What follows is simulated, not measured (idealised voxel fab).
Documented hereafter: the process module known as voxel self aligned vias.
cross-section cut | 295 nm wide | cells 5 nm
Notation: cross-section as square-cell grid; stated in bands, top first, going down; one or more cell rows per band. A band entry consists of two parts. The first gives the height of the band's top and the height of its bottom, in nm. The rest lists the band's materials from left to right, each with its width in nm. A single material labelled with the word "all across" fills the band from edge to edge, and the word "air" marks empty space. All heights in this document are referenced to 0, defined as the level beneath which the wafer, as received, consists entirely of one material. The lowest band is not bounded below; it extends indefinitely downward and is written in the form "0..down". With a width like "30->40", each row of cells in the band differs from the next by the same amount, the top row carrying the first number and the bottom row the second. "no modifications" -> step changed no cross-section cell. Closed empty spaces (no open way to the top) of 8 cells or more are what "Enclosed void listing" lists, each as width x height at distance from the left edge, nm for all three. Anything after a step's settings on that line? It's the simulator's own note about the step. overlay nm: right-of-plan distance of the mask on a masked step; negative values mean left-of-plan. Pairs ahead. Before: cross-section ahead of one process step. After: cross-section once the step is done, shown to the lowest changed band only. Under each pair: that step, with settings. Caution: pairs may come from different runs of this module on the same starting wafer; a pair follows the pair above only where its "Status before step" entry says so.
Status before step:
- 0..down  Si all across
- Enclosed void listing: none
Step Outcome:
- 15..0  SiO2 all across
- Below a height of 0, the structure has not been altered.
- Enclosed void listing: none
The process step separating the two cross-sections depicted above is as follows: CONFORMAL_DEP: material SiO2, thk nm 15
Status before step: the after view from the pair directly above serves as the before view here.
Step Outcome:
- 20..15  SiCN all across
- Below a height of 15, the structure has not been altered.
- Enclosed void listing: none
The process step separating the two cross-sections depicted above is as follows: CONFORMAL_DEP: material SiCN, thk nm 5
Status before step: the after view from the pair directly above serves as the before view here.
Step Outcome:
- 40..20  lowk all across
- Below a height of 20, the structure has not been altered.
- Enclosed void listing: none
The process step separating the two cross-sections depicted above is as follows: DIRECTIONAL_DEP: material lowk, thk nm 20
Status before step: the after view from the pair directly above serves as the before view here.
Step Outcome:
- 55..40  resist 75, air 30, resist 25, air 30, resist 25, air 30, resist 80
- Below a height of 40, the structure has not been altered.
- Enclosed void listing: none
The process step separating the two cross-sections depicted above is as follows: PATTERN: tone open, mask id LINES, material resist, width nm 30, pitch nm 55, thk nm 15, overlay nm 0
Status before step: the after view from the pair directly above serves as the before view here.
Step Outcome:
- 55..40  resist 75, air 30, resist 25, air 30, resist 25, air 30, resist 80
- 40..20  lowk 75, air 30, lowk 25, air 30, lowk 25, air 30, lowk 80
- Below a height of 20, the structure has not been altered.
- Enclosed void listing: none
The process step separating the two cross-sections depicted above is as follows: DIRECTIONAL_ETCH: etch materials lowk, depth nm 20
Status before step: the after view from the pair directly above serves as the before view here.
Step Outcome:
- 40..20  lowk 75, air 30, lowk 25, air 30, lowk 25, air 30, lowk 80
- Below a height of 20, the structure has not been altered.
- Enclosed void listing: none
The process step separating the two cross-sections depicted above is as follows: STRIP: etch materials resist
Status before step: the after view from the pair directly above serves as the before view here.
Step Outcome:
- 45..40  TiN 80, air 20, TiN 35, air 20, TiN 35, air 20, TiN 85
- 40..25  lowk 75, TiN 5, air 20, TiN 5, lowk 25, TiN 5, air 20, TiN 5, lowk 25, TiN 5, air 20, TiN 5, lowk 80
- 25..20  lowk 75, TiN 30, lowk 25, TiN 30, lowk 25, TiN 30, lowk 80
- Below a height of 20, the structure has not been altered.
- Enclosed void listing: none
The process step separating the two cross-sections depicted above is as follows: CONFORMAL_DEP: material TiN, thk nm 5
Status before step: the after view from the pair directly above serves as the before view here.
Step Outcome:
- 55..45  W all across
- 45..40  TiN 80, W 20, TiN 35, W 20, TiN 35, W 20, TiN 85
- 40..25  lowk 75, TiN 5, W 20, TiN 5, lowk 25, TiN 5, W 20, TiN 5, lowk 25, TiN 5, W 20, TiN 5, lowk 80
- Below a height of 25, the structure has not been altered.
- Enclosed void listing: none
The process step separating the two cross-sections depicted above is as follows: FILL_DEP: material W, thk nm 10
Status before step: the after view from the pair directly above serves as the before view here.
Step Outcome:
- 40..25  lowk 75, TiN 5, W 20, TiN 5, lowk 25, TiN 5, W 20, TiN 5, lowk 25, TiN 5, W 20, TiN 5, lowk 80
- Below a height of 25, the structure has not been altered.
- Enclosed void listing: none
The process step separating the two cross-sections depicted above is as follows: CMP: height nm 40
Status before step: the after view from the pair directly above serves as the before view here.
Step Outcome:
- 40..35  lowk 75, air 30, lowk 25, air 30, lowk 25, air 30, lowk 80
- Below a height of 35, the structure has not been altered.
- Enclosed void listing: none
The process step separating the two cross-sections depicted above is as follows: SELECTIVE_ETCH: etch materials W Ru TiN, depth nm 5
Status before step: the after view from the pair directly above serves as the before view here.
Step Outcome:
- 45..40  SiN all across
- 40..35  lowk 75, SiN 30, lowk 25, SiN 30, lowk 25, SiN 30, lowk 80
- Below a height of 35, the structure has not been altered.
- Enclosed void listing: none
The process step separating the two cross-sections depicted above is as follows: FILL_DEP: material SiN, thk nm 5
Status before step: the after view from the pair directly above serves as the before view here.
Step Outcome:
- 40..35  lowk 75, SiN 30, lowk 25, SiN 30, lowk 25, SiN 30, lowk 80
- Below a height of 35, the structure has not been altered.
- Enclosed void listing: none
The process step separating the two cross-sections depicted above is as follows: CMP: height nm 40
Status before step: the after view from the pair directly above serves as the before view here.
Step Outcome:
- 55..40  lowk all across
- Below a height of 40, the structure has not been altered.
- Enclosed void listing: none
The process step separating the two cross-sections depicted above is as follows: DIRECTIONAL_DEP: material lowk, thk nm 15
Status before step: the after view from the pair directly above serves as the before view here.
Step Outcome:
- 55..40  lowk 70, air 40, lowk 70, air 40, lowk 75
- Below a height of 40, the structure has not been altered.
- Enclosed void listing: none
The process step separating the two cross-sections depicted above is as follows: MASKED_ETCH: tone open, mask id VIAS, width nm 40, pitch nm 110, etch materials lowk, depth nm 15, overlay nm 0
Status before step: the after view from the pair directly above serves as the before view here.
Step Outcome:
- 55..40  lowk 70, air 40, lowk 70, air 40, lowk 75
- 40..35  lowk 75, air 30, lowk 25, SiN 30, lowk 25, air 30, lowk 80
- Below a height of 35, the structure has not been altered.
- Enclosed void listing: none
The process step separating the two cross-sections depicted above is as follows: MASKED_ETCH: tone open, mask id VIAS, width nm 40, pitch nm 110, etch materials SiN, depth nm 5, overlay nm 0
Status before step: the after view from the pair directly above serves as the before view here.
Step Outcome:
- 60..55  TiN 75, air 30, TiN 80, air 30, TiN 80
- 55..45  lowk 70, TiN 5, air 30, TiN 5, lowk 70, TiN 5, air 30, TiN 5, lowk 75
- 45..40  lowk 70, TiN 10, air 20, TiN 10, lowk 70, TiN 10, air 20, TiN 10, lowk 75
- 40..35  lowk 75, TiN 30, lowk 25, SiN 30, lowk 25, TiN 30, lowk 80
- Below a height of 35, the structure has not been altered.
- Enclosed void listing: none
The process step separating the two cross-sections depicted above is as follows: CONFORMAL_DEP: material TiN, thk nm 5
Status before step: the after view from the pair directly above serves as the before view here.
Step Outcome:
- 65..60  W all across
- 60..55  TiN 75, W 30, TiN 80, W 30, TiN 80
- 55..45  lowk 70, TiN 5, W 30, TiN 5, lowk 70, TiN 5, W 30, TiN 5, lowk 75
- 45..40  lowk 70, TiN 10, W 20, TiN 10, lowk 70, TiN 10, W 20, TiN 10, lowk 75
- Below a height of 40, the structure has not been altered.
- Enclosed void listing: none
The process step separating the two cross-sections depicted above is as follows: FILL_DEP: material W, thk nm 5
Status before step: the after view from the pair directly above serves as the before view here.
Step Outcome:
- 55..45  lowk 70, TiN 5, W 30, TiN 5, lowk 70, TiN 5, W 30, TiN 5, lowk 75
- Below a height of 45, the structure has not been altered.
- Enclosed void listing: none
The process step separating the two cross-sections depicted above is as follows: CMP: height nm 55
Status before step: the after view from the pair directly above serves as the before view here.
Step Outcome:
- 60..55  SiCN all across
- Below a height of 55, the structure has not been altered.
- Enclosed void listing: none
The process step separating the two cross-sections depicted above is as follows: CONFORMAL_DEP: material SiCN, thk nm 5
Status before step:
- 0..down  Si all across
- Enclosed void listing: none
Step Outcome:
- 5..0  SiCN all across
- Below a height of 0, the structure has not been altered.
- Enclosed void listing: none
The process step separating the two cross-sections depicted above is as follows: CONFORMAL_DEP: material SiCN, thk nm 5
Status before step: the after view from the pair directly above serves as the before view here.
Step Outcome:
- 25..5  lowk all across
- Below a height of 5, the structure has not been altered.
- Enclosed void listing: none
The process step separating the two cross-sections depicted above is as follows: DIRECTIONAL_DEP: material lowk, thk nm 20
Status before step: the after view from the pair directly above serves as the before view here.
Step Outcome:
- 40..25  resist 75, air 30, resist 25, air 30, resist 25, air 30, resist 80
- Below a height of 25, the structure has not been altered.
- Enclosed void listing: none
The process step separating the two cross-sections depicted above is as follows: PATTERN: tone open, mask id LINES, material resist, width nm 30, pitch nm 55, thk nm 15, overlay nm 0
Status before step: the after view from the pair directly above serves as the before view here.
Step Outcome:
- 40..25  resist 75, air 30, resist 25, air 30, resist 25, air 30, resist 80
- 25..5  lowk 75, air 30, lowk 25, air 30, lowk 25, air 30, lowk 80
- Below a height of 5, the structure has not been altered.
- Enclosed void listing: none
The process step separating the two cross-sections depicted above is as follows: DIRECTIONAL_ETCH: etch materials lowk, depth nm 20
Status before step: the after view from the pair directly above serves as the before view here.
Step Outcome:
- 25..5  lowk 75, air 30, lowk 25, air 30, lowk 25, air 30, lowk 80
- Below a height of 5, the structure has not been altered.
- Enclosed void listing: none
The process step separating the two cross-sections depicted above is as follows: STRIP: etch materials resist
Status before step: the after view from the pair directly above serves as the before view here.
Step Outcome:
- 30..25  TiN 80, air 20, TiN 35, air 20, TiN 35, air 20, TiN 85
- 25..10  lowk 75, TiN 5, air 20, TiN 5, lowk 25, TiN 5, air 20, TiN 5, lowk 25, TiN 5, air 20, TiN 5, lowk 80
- 10..5  lowk 75, TiN 30, lowk 25, TiN 30, lowk 25, TiN 30, lowk 80
- Below a height of 5, the structure has not been altered.
- Enclosed void listing: none
The process step separating the two cross-sections depicted above is as follows: CONFORMAL_DEP: material TiN, thk nm 5
Status before step: the after view from the pair directly above serves as the before view here.
Step Outcome:
- 40..30  W all across
- 30..25  TiN 80, W 20, TiN 35, W 20, TiN 35, W 20, TiN 85
- 25..10  lowk 75, TiN 5, W 20, TiN 5, lowk 25, TiN 5, W 20, TiN 5, lowk 25, TiN 5, W 20, TiN 5, lowk 80
- Below a height of 10, the structure has not been altered.
- Enclosed void listing: none
The process step separating the two cross-sections depicted above is as follows: FILL_DEP: material W, thk nm 10
Status before step: the after view from the pair directly above serves as the before view here.
Step Outcome:
- 35..30  W all across
- Below a height of 30, the structure has not been altered.
- Enclosed void listing: none
The process step separating the two cross-sections depicted above is as follows: SELECTIVE_ETCH: etch materials W Ru TiN, depth nm 5
Status before step: the after view from the pair directly above serves as the before view here.
Step Outcome:
- 40..35  SiN all across
- Below a height of 35, the structure has not been altered.
- Enclosed void listing: none
The process step separating the two cross-sections depicted above is as follows: FILL_DEP: material SiN, thk nm 5
Status before step: the after view from the pair directly above serves as the before view here.
Step Outcome:
- 55..40  lowk all across
- Below a height of 40, the structure has not been altered.
- Enclosed void listing: none
The process step separating the two cross-sections depicted above is as follows: DIRECTIONAL_DEP: material lowk, thk nm 15
Status before step: the after view from the pair directly above serves as the before view here.
Step Outcome:
- 55..40  lowk 70, air 40, lowk 70, air 40, lowk 75
- Below a height of 40, the structure has not been altered.
- Enclosed void listing: none
The process step separating the two cross-sections depicted above is as follows: MASKED_ETCH: tone open, mask id VIAS, width nm 40, pitch nm 110, etch materials lowk, depth nm 15, overlay nm 0
Status before step: the after view from the pair directly above serves as the before view here.
Step Outcome:
- 55..40  lowk 70, air 40, lowk 70, air 40, lowk 75
- 40..35  SiN 70, air 40, SiN 70, air 40, SiN 75
- Below a height of 35, the structure has not been altered.
- Enclosed void listing: none
The process step separating the two cross-sections depicted above is as follows: MASKED_ETCH: tone open, mask id VIAS, width nm 40, pitch nm 110, etch materials SiN, depth nm 5, overlay nm 0
Status before step: the after view from the pair directly above serves as the before view here.
Step Outcome:
- 60..55  TiN 75, air 30, TiN 80, air 30, TiN 80
- 55..40  lowk 70, TiN 5, air 30, TiN 5, lowk 70, TiN 5, air 30, TiN 5, lowk 75
- 40..35  SiN 70, TiN 40, SiN 70, TiN 40, SiN 75
- Below a height of 35, the structure has not been altered.
- Enclosed void listing: none
The process step separating the two cross-sections depicted above is as follows: CONFORMAL_DEP: material TiN, thk nm 5
Status before step: the after view from the pair directly above serves as the before view here.
Step Outcome:
- 65..60  W all across
- 60..55  TiN 75, W 30, TiN 80, W 30, TiN 80
- 55..40  lowk 70, TiN 5, W 30, TiN 5, lowk 70, TiN 5, W 30, TiN 5, lowk 75
- Below a height of 40, the structure has not been altered.
- Enclosed void listing: none
The process step separating the two cross-sections depicted above is as follows: FILL_DEP: material W, thk nm 5
Status before step: the after view from the pair directly above serves as the before view here.
Step Outcome:
- 55..40  lowk 70, TiN 5, W 30, TiN 5, lowk 70, TiN 5, W 30, TiN 5, lowk 75
- Below a height of 40, the structure has not been altered.
- Enclosed void listing: none
The process step separating the two cross-sections depicted above is as follows: CMP: height nm 55
Status before step: the after view from the pair directly above serves as the before view here.
Step Outcome:
- 60..55  SiCN all across
- Below a height of 55, the structure has not been altered.
- Enclosed void listing: none
The process step separating the two cross-sections depicted above is as follows: CONFORMAL_DEP: material SiCN, thk nm 5
Status before step:
- 15..0  SiO2 all across
- 0..down  Si all across
- Enclosed void listing: none
Step Outcome:
- 30..0  SiO2 all across
- Below a height of 0, the structure has not been altered.
- Enclosed void listing: none
The process step separating the two cross-sections depicted above is as follows: CONFORMAL_DEP: material SiO2, thk nm 15
Status before step: the after view from the pair directly above serves as the before view here.
Step Outcome:
- 35..30  SiCN all across
- Below a height of 30, the structure has not been altered.
- Enclosed void listing: none
The process step separating the two cross-sections depicted above is as follows: CONFORMAL_DEP: material SiCN, thk nm 5
Status before step: the after view from the pair directly above serves as the before view here.
Step Outcome:
- 55..35  lowk all across
- Below a height of 35, the structure has not been altered.
- Enclosed void listing: none
The process step separating the two cross-sections depicted above is as follows: DIRECTIONAL_DEP: material lowk, thk nm 20
Status before step: the after view from the pair directly above serves as the before view here.
Step Outcome:
- 70..55  resist 75, air 30, resist 25, air 30, resist 25, air 30, resist 80
- Below a height of 55, the structure has not been altered.
- Enclosed void listing: none
The process step separating the two cross-sections depicted above is as follows: PATTERN: tone open, mask id LINES, material resist, width nm 30, pitch nm 55, thk nm 15, overlay nm 0
Status before step: the after view from the pair directly above serves as the before view here.
Step Outcome:
- 70..55  resist 75, air 30, resist 25, air 30, resist 25, air 30, resist 80
- 55..35  lowk 75, air 30, lowk 25, air 30, lowk 25, air 30, lowk 80
- Below a height of 35, the structure has not been altered.
- Enclosed void listing: none
The process step separating the two cross-sections depicted above is as follows: DIRECTIONAL_ETCH: etch materials lowk, depth nm 20
Status before step: the after view from the pair directly above serves as the before view here.
Step Outcome:
- 55..35  lowk 75, air 30, lowk 25, air 30, lowk 25, air 30, lowk 80
- Below a height of 35, the structure has not been altered.
- Enclosed void listing: none
The process step separating the two cross-sections depicted above is as follows: STRIP: etch materials resist
Status before step: the after view from the pair directly above serves as the before view here.
Step Outcome:
- 60..55  TiN 80, air 20, TiN 35, air 20, TiN 35, air 20, TiN 85
- 55..40  lowk 75, TiN 5, air 20, TiN 5, lowk 25, TiN 5, air 20, TiN 5, lowk 25, TiN 5, air 20, TiN 5, lowk 80
- 40..35  lowk 75, TiN 30, lowk 25, TiN 30, lowk 25, TiN 30, lowk 80
- Below a height of 35, the structure has not been altered.
- Enclosed void listing: none
The process step separating the two cross-sections depicted above is as follows: CONFORMAL_DEP: material TiN, thk nm 5
Status before step: the after view from the pair directly above serves as the before view here.
Step Outcome:
- 70..60  W all across
- 60..55  TiN 80, W 20, TiN 35, W 20, TiN 35, W 20, TiN 85
- 55..40  lowk 75, TiN 5, W 20, TiN 5, lowk 25, TiN 5, W 20, TiN 5, lowk 25, TiN 5, W 20, TiN 5, lowk 80
- Below a height of 40, the structure has not been altered.
- Enclosed void listing: none
The process step separating the two cross-sections depicted above is as follows: FILL_DEP: material W, thk nm 10
Status before step: the after view from the pair directly above serves as the before view here.
Step Outcome:
- 40..35  lowk 75, TiN 30, lowk 25, TiN 30, lowk 25, TiN 30, lowk 80
- Below a height of 35, the structure has not been altered.
- Enclosed void listing: none
The process step separating the two cross-sections depicted above is as follows: CMP: height nm 40
Status before step: the after view from the pair directly above serves as the before view here.
Step Outcome:
- 40..35  lowk 75, air 30, lowk 25, air 30, lowk 25, air 30, lowk 80
- Below a height of 35, the structure has not been altered.
- Enclosed void listing: none
The process step separating the two cross-sections depicted above is as follows: SELECTIVE_ETCH: etch materials W Ru TiN, depth nm 5
Status before step: the after view from the pair directly above serves as the before view here.
Step Outcome:
- 45..40  SiN all across
- 40..35  lowk 75, SiN 30, lowk 25, SiN 30, lowk 25, SiN 30, lowk 80
- Below a height of 35, the structure has not been altered.
- Enclosed void listing: none
The process step separating the two cross-sections depicted above is as follows: FILL_DEP: material SiN, thk nm 5
Status before step: the after view from the pair directly above serves as the before view here.
Step Outcome:
- 40..35  lowk 75, SiN 30, lowk 25, SiN 30, lowk 25, SiN 30, lowk 80
- Below a height of 35, the structure has not been altered.
- Enclosed void listing: none
The process step separating the two cross-sections depicted above is as follows: CMP: height nm 40
Status before step: the after view from the pair directly above serves as the before view here.
Step Outcome:
- 55..40  lowk all across
- Below a height of 40, the structure has not been altered.
- Enclosed void listing: none
The process step separating the two cross-sections depicted above is as follows: DIRECTIONAL_DEP: material lowk, thk nm 15
Status before step: the after view from the pair directly above serves as the before view here.
Step Outcome:
- 55..40  lowk 70, air 40, lowk 70, air 40, lowk 75
- Below a height of 40, the structure has not been altered.
- Enclosed void listing: none
The process step separating the two cross-sections depicted above is as follows: MASKED_ETCH: tone open, mask id VIAS, width nm 40, pitch nm 110, etch materials lowk, depth nm 15, overlay nm 0
Status before step: the after view from the pair directly above serves as the before view here.
Step Outcome:
- 55..40  lowk 70, air 40, lowk 70, air 40, lowk 75
- 40..35  lowk 75, air 30, lowk 25, SiN 30, lowk 25, air 30, lowk 80
- Below a height of 35, the structure has not been altered.
- Enclosed void listing: none
The process step separating the two cross-sections depicted above is as follows: MASKED_ETCH: tone open, mask id VIAS, width nm 40, pitch nm 110, etch materials SiN, depth nm 5, overlay nm 0
Status before step: the after view from the pair directly above serves as the before view here.
Step Outcome:
- 60..55  TiN 75, air 30, TiN 80, air 30, TiN 80
- 55..45  lowk 70, TiN 5, air 30, TiN 5, lowk 70, TiN 5, air 30, TiN 5, lowk 75
- 45..40  lowk 70, TiN 10, air 20, TiN 10, lowk 70, TiN 10, air 20, TiN 10, lowk 75
- 40..35  lowk 75, TiN 30, lowk 25, SiN 30, lowk 25, TiN 30, lowk 80
- Below a height of 35, the structure has not been altered.
- Enclosed void listing: none
The process step separating the two cross-sections depicted above is as follows: CONFORMAL_DEP: material TiN, thk nm 5
Status before step: the after view from the pair directly above serves as the before view here.
Step Outcome:
- 65..60  W all across
- 60..55  TiN 75, W 30, TiN 80, W 30, TiN 80
- 55..45  lowk 70, TiN 5, W 30, TiN 5, lowk 70, TiN 5, W 30, TiN 5, lowk 75
- 45..40  lowk 70, TiN 10, W 20, TiN 10, lowk 70, TiN 10, W 20, TiN 10, lowk 75
- Below a height of 40, the structure has not been altered.
- Enclosed void listing: none
The process step separating the two cross-sections depicted above is as follows: FILL_DEP: material W, thk nm 5
Status before step: the after view from the pair directly above serves as the before view here.
Step Outcome:
- 55..45  lowk 70, TiN 5, W 30, TiN 5, lowk 70, TiN 5, W 30, TiN 5, lowk 75
- Below a height of 45, the structure has not been altered.
- Enclosed void listing: none
The process step separating the two cross-sections depicted above is as follows: CMP: height nm 55
Status before step: the after view from the pair directly above serves as the before view here.
Step Outcome:
- 60..55  SiCN all across
- Below a height of 55, the structure has not been altered.
- Enclosed void listing: none
The process step separating the two cross-sections depicted above is as follows: CONFORMAL_DEP: material SiCN, thk nm 5
Status before step:
- 15..0  SiO2 all across
- 0..down  Si all across
- Enclosed void listing: none
Step Outcome:
- 35..15  lowk all across
- Below a height of 15, the structure has not been altered.
- Enclosed void listing: none
The process step separating the two cross-sections depicted above is as follows: DIRECTIONAL_DEP: material lowk, thk nm 20
Status before step: the after view from the pair directly above serves as the before view here.
Step Outcome:
- 40..35  SiCN all across
- Below a height of 35, the structure has not been altered.
- Enclosed void listing: none
The process step separating the two cross-sections depicted above is as follows: CONFORMAL_DEP: material SiCN, thk nm 5
Status before step: the after view from the pair directly above serves as the before view here.
Step Outcome:
- 55..40  resist 75, air 30, resist 25, air 30, resist 25, air 30, resist 80
- Below a height of 40, the structure has not been altered.
- Enclosed void listing: none
The process step separating the two cross-sections depicted above is as follows: PATTERN: tone open, mask id LINES, material resist, width nm 30, pitch nm 55, thk nm 15, overlay nm 0
Status before step: the after view from the pair directly above serves as the before view here.
Step Outcome:
- 40..35  SiCN all across
- Below a height of 35, the structure has not been altered.
- Enclosed void listing: none
The process step separating the two cross-sections depicted above is as follows: STRIP: etch materials resist
Status before step: the after view from the pair directly above serves as the before view here.
Step Outcome:
- 45..40  TiN all across
- Below a height of 40, the structure has not been altered.
- Enclosed void listing: none
The process step separating the two cross-sections depicted above is as follows: CONFORMAL_DEP: material TiN, thk nm 5
Status before step: the after view from the pair directly above serves as the before view here.
Step Outcome:
- 55..45  W all across
- Below a height of 45, the structure has not been altered.
- Enclosed void listing: none
The process step separating the two cross-sections depicted above is as follows: FILL_DEP: material W, thk nm 10
Status before step: the after view from the pair directly above serves as the before view here.
Step Outcome:
- 40..35  SiCN all across
- Below a height of 35, the structure has not been altered.
- Enclosed void listing: none
The process step separating the two cross-sections depicted above is as follows: CMP: height nm 40
Status before step: the after view from the pair directly above serves as the before view here.
Step Outcome:
- 45..40  SiN all across
- Below a height of 40, the structure has not been altered.
- Enclosed void listing: none
The process step separating the two cross-sections depicted above is as follows: FILL_DEP: material SiN, thk nm 5
Status before step: the after view from the pair directly above serves as the before view here.
Step Outcome:
- 40..35  SiCN all across
- Below a height of 35, the structure has not been altered.
- Enclosed void listing: none
The process step separating the two cross-sections depicted above is as follows: CMP: height nm 40
Status before step: the after view from the pair directly above serves as the before view here.
Step Outcome:
- 55..40  lowk all across
- Below a height of 40, the structure has not been altered.
- Enclosed void listing: none
The process step separating the two cross-sections depicted above is as follows: DIRECTIONAL_DEP: material lowk, thk nm 15
Status before step: the after view from the pair directly above serves as the before view here.
Step Outcome:
- 55..40  lowk 70, air 40, lowk 70, air 40, lowk 75
- Below a height of 40, the structure has not been altered.
- Enclosed void listing: none
The process step separating the two cross-sections depicted above is as follows: MASKED_ETCH: tone open, mask id VIAS, width nm 40, pitch nm 110, etch materials lowk, depth nm 15, overlay nm 0
Status before step: the after view from the pair directly above serves as the before view here.
Step Outcome:
- 60..55  TiN 75, air 30, TiN 80, air 30, TiN 80
- 55..45  lowk 70, TiN 5, air 30, TiN 5, lowk 70, TiN 5, air 30, TiN 5, lowk 75
- 45..40  lowk 70, TiN 40, lowk 70, TiN 40, lowk 75
- Below a height of 40, the structure has not been altered.
- Enclosed void listing: none
The process step separating the two cross-sections depicted above is as follows: CONFORMAL_DEP: material TiN, thk nm 5
Status before step: the after view from the pair directly above serves as the before view here.
Step Outcome:
- 65..60  W all across
- 60..55  TiN 75, W 30, TiN 80, W 30, TiN 80
- 55..45  lowk 70, TiN 5, W 30, TiN 5, lowk 70, TiN 5, W 30, TiN 5, lowk 75
- Below a height of 45, the structure has not been altered.
- Enclosed void listing: none
The process step separating the two cross-sections depicted above is as follows: FILL_DEP: material W, thk nm 5
Status before step: the after view from the pair directly above serves as the before view here.
Step Outcome:
- 55..45  lowk 70, TiN 5, W 30, TiN 5, lowk 70, TiN 5, W 30, TiN 5, lowk 75
- Below a height of 45, the structure has not been altered.
- Enclosed void listing: none
The process step separating the two cross-sections depicted above is as follows: CMP: height nm 55
Status before step: the after view from the pair directly above serves as the before view here.
Step Outcome:
- 60..55  SiCN all across
- Below a height of 55, the structure has not been altered.
- Enclosed void listing: none
The process step separating the two cross-sections depicted above is as follows: CONFORMAL_DEP: material SiCN, thk nm 5
Status before step:
- 65..60  W all across
- 60..55  TiN 75, W 30, TiN 80, W 30, TiN 80
- 55..45  lowk 70, TiN 5, W 30, TiN 5, lowk 70, TiN 5, W 30, TiN 5, lowk 75
- 45..40  lowk 70, TiN 10, W 20, TiN 10, lowk 70, TiN 10, W 20, TiN 10, lowk 75
- 40..35  lowk 75, TiN 30, lowk 25, SiN 30, lowk 25, TiN 30, lowk 80
- 35..25  lowk 75, TiN 5, W 20, TiN 5, lowk 25, TiN 5, W 20, TiN 5, lowk 25, TiN 5, W 20, TiN 5, lowk 80
- 25..20  lowk 75, TiN 30, lowk 25, TiN 30, lowk 25, TiN 30, lowk 80
- 20..15  SiCN all across
- 15..0  SiO2 all across
- 0..down  Si all across
- Enclosed void listing: none
Step Outcome:
- 60..55  TiN 75, W 30, TiN 80, W 30, TiN 80
- Below a height of 55, the structure has not been altered.
- Enclosed void listing: none
The process step separating the two cross-sections depicted above is as follows: CMP: height nm 60
Status before step: the after view from the pair directly above serves as the before view here.
Step Outcome:
- 65..60  SiCN all across
- Below a height of 60, the structure has not been altered.
- Enclosed void listing: none
The process step separating the two cross-sections depicted above is as follows: CONFORMAL_DEP: material SiCN, thk nm 5
Status before step:
- 40..20  lowk all across
- 20..15  SiCN all across
- 15..0  SiO2 all across
- 0..down  Si all across
- Enclosed void listing: none
Step Outcome:
- 55..40  resist 80, air 25, resist 30, air 25, resist 30, air 25, resist 80
- Below a height of 40, the structure has not been altered.
- Enclosed void listing: none
The process step separating the two cross-sections depicted above is as follows: PATTERN: tone open, mask id LINES, material resist, width nm 25, pitch nm 55, thk nm 15, overlay nm 0
Status before step: the after view from the pair directly above serves as the before view here.
Step Outcome:
- 55..40  resist 80, air 25, resist 30, air 25, resist 30, air 25, resist 80
- 40..20  lowk 80, air 25, lowk 30, air 25, lowk 30, air 25, lowk 80
- Below a height of 20, the structure has not been altered.
- Enclosed void listing: none
The process step separating the two cross-sections depicted above is as follows: DIRECTIONAL_ETCH: etch materials lowk, depth nm 20
Status before step: the after view from the pair directly above serves as the before view here.
Step Outcome:
- 40..20  lowk 80, air 25, lowk 30, air 25, lowk 30, air 25, lowk 80
- Below a height of 20, the structure has not been altered.
- Enclosed void listing: none
The process step separating the two cross-sections depicted above is as follows: STRIP: etch materials resist
Status before step: the after view from the pair directly above serves as the before view here.
Step Outcome:
- 45..40  TiN 85, air 15, TiN 40, air 15, TiN 40, air 15, TiN 85
- 40..25  lowk 80, TiN 5, air 15, TiN 5, lowk 30, TiN 5, air 15, TiN 5, lowk 30, TiN 5, air 15, TiN 5, lowk 80
- 25..20  lowk 80, TiN 25, lowk 30, TiN 25, lowk 30, TiN 25, lowk 80
- Below a height of 20, the structure has not been altered.
- Enclosed void listing: none
The process step separating the two cross-sections depicted above is as follows: CONFORMAL_DEP: material TiN, thk nm 5
Status before step: the after view from the pair directly above serves as the before view here.
Step Outcome:
- 55..45  W all across
- 45..40  TiN 85, W 15, TiN 40, W 15, TiN 40, W 15, TiN 85
- 40..25  lowk 80, TiN 5, W 15, TiN 5, lowk 30, TiN 5, W 15, TiN 5, lowk 30, TiN 5, W 15, TiN 5, lowk 80
- Below a height of 25, the structure has not been altered.
- Enclosed void listing: none
The process step separating the two cross-sections depicted above is as follows: FILL_DEP: material W, thk nm 10
Status before step: the after view from the pair directly above serves as the before view here.
Step Outcome:
- 40..25  lowk 80, TiN 5, W 15, TiN 5, lowk 30, TiN 5, W 15, TiN 5, lowk 30, TiN 5, W 15, TiN 5, lowk 80
- Below a height of 25, the structure has not been altered.
- Enclosed void listing: none
The process step separating the two cross-sections depicted above is as follows: CMP: height nm 40
Status before step: the after view from the pair directly above serves as the before view here.
Step Outcome:
- 40..35  lowk 80, air 25, lowk 30, air 25, lowk 30, air 25, lowk 80
- Below a height of 35, the structure has not been altered.
- Enclosed void listing: none
The process step separating the two cross-sections depicted above is as follows: SELECTIVE_ETCH: etch materials W Ru TiN, depth nm 5
Status before step: the after view from the pair directly above serves as the before view here.
Step Outcome:
- 45..40  SiN all across
- 40..35  lowk 80, SiN 25, lowk 30, SiN 25, lowk 30, SiN 25, lowk 80
- Below a height of 35, the structure has not been altered.
- Enclosed void listing: none
The process step separating the two cross-sections depicted above is as follows: FILL_DEP: material SiN, thk nm 5
Status before step: the after view from the pair directly above serves as the before view here.
Step Outcome:
- 40..35  lowk 80, SiN 25, lowk 30, SiN 25, lowk 30, SiN 25, lowk 80
- Below a height of 35, the structure has not been altered.
- Enclosed void listing: none
The process step separating the two cross-sections depicted above is as follows: CMP: height nm 40
Status before step: the after view from the pair directly above serves as the before view here.
Step Outcome:
- 55..40  lowk all across
- Below a height of 40, the structure has not been altered.
- Enclosed void listing: none
The process step separating the two cross-sections depicted above is as follows: DIRECTIONAL_DEP: material lowk, thk nm 15
Status before step: the after view from the pair directly above serves as the before view here.
Step Outcome:
- 55..40  lowk 70, air 40, lowk 70, air 40, lowk 75
- Below a height of 40, the structure has not been altered.
- Enclosed void listing: none
The process step separating the two cross-sections depicted above is as follows: MASKED_ETCH: tone open, mask id VIAS, width nm 40, pitch nm 110, etch materials lowk, depth nm 15, overlay nm 0
Status before step: the after view from the pair directly above serves as the before view here.
Step Outcome:
- 55..40  lowk 70, air 40, lowk 70, air 40, lowk 75
- 40..35  lowk 80, air 25, lowk 30, SiN 25, lowk 30, air 25, lowk 80
- Below a height of 35, the structure has not been altered.
- Enclosed void listing: none
The process step separating the two cross-sections depicted above is as follows: MASKED_ETCH: tone open, mask id VIAS, width nm 40, pitch nm 110, etch materials SiN, depth nm 5, overlay nm 0
Status before step: the after view from the pair directly above serves as the before view here.
Step Outcome:
- 60..55  TiN 75, air 30, TiN 80, air 30, TiN 80
- 55..45  lowk 70, TiN 5, air 30, TiN 5, lowk 70, TiN 5, air 30, TiN 5, lowk 75
- 45..40  lowk 70, TiN 15, air 15, TiN 10, lowk 70, TiN 15, air 15, TiN 10, lowk 75
- 40..35  lowk 80, TiN 25, lowk 30, SiN 25, lowk 30, TiN 25, lowk 80
- Below a height of 35, the structure has not been altered.
- Enclosed void listing: none
The process step separating the two cross-sections depicted above is as follows: CONFORMAL_DEP: material TiN, thk nm 5
